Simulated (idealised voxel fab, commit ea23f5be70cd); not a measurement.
process module | voxel fin reveal
cross-section cut | 250 nm wide | cells 5 nm
A cross-section is a grid of square cells, given in bands from the top down. A band is one or more rows of cells.
Each band's line starts with the height of the band's top and of its bottom, in nm. Then come its materials from left to right, each with its width in nm. One material with "throughout" fills the band from edge to edge. "air" is empty space.
Height 0 is the level under which the wafer as received is all one material. The lowest band goes on downwards, as in "0 down".
A width such as "30 to 40" changes by the same amount from each row of cells to the next, from the band's top row to its bottom row.
"no change" after a step means that no cell of the cross-section changed.
closed voids: empty space of 8 cells or more with no open way to the top, each as width x height at its distance from the left edge, in nm
after a step's settings: what the simulator itself notes on the step
overlay nm, on a step with a mask: how far to the right of its planned place the mask lay; to the left if negative
plan
1 op RECEIVE | material Si
2 op CONFORMAL_DEP | material SiN | thk nm 5
3 op DIRECTIONAL_DEP | material aC | thk nm 15
4 op PATTERN | tone cover | mask id FINS | material resist | width nm 15 | pitch nm 35 | thk nm 30 | overlay nm 0
5 op DIRECTIONAL_ETCH | etch materials aC | depth nm 15
6 op STRIP | etch materials resist
7 op DIRECTIONAL_ETCH | etch materials SiN | depth nm 5
8 op DIRECTIONAL_ETCH | etch materials Si | depth nm 35
9 op STRIP | etch materials aC
10 op OXIDIZE | depth nm 5
11 op FILL_DEP | material SiO2 | thk nm 5
12 op CMP | height nm 5
13 op SELECTIVE_ETCH | etch materials SiO2 | depth nm 10
14 op STRIP | etch materials SiN
15 op CONFORMAL_DEP | material SiO2 | thk nm 5
varied across the wafers: depth nm of step 13. The plan shows the first wafer's value. All wafers start alike
first wafer as received, after step 1
  0 down: Si throughout
  closed voids: none
each wafer at the end: cells of each material gained (+) or lost (-) since it was received, then its closed voids
depth nm 10 | -384 Si | +390 SiO2 | closed voids: none
depth nm 15 | -384 Si | +346 SiO2 | closed voids: none
depth nm 20 | -384 Si | +302 SiO2 | closed voids: none
depth nm 25 | -384 Si | +258 SiO2 | closed voids: none
depth nm 30 | -384 Si | +214 SiO2 | closed voids: none
depth nm 35 | -384 Si | +170 SiO2 | closed voids: none
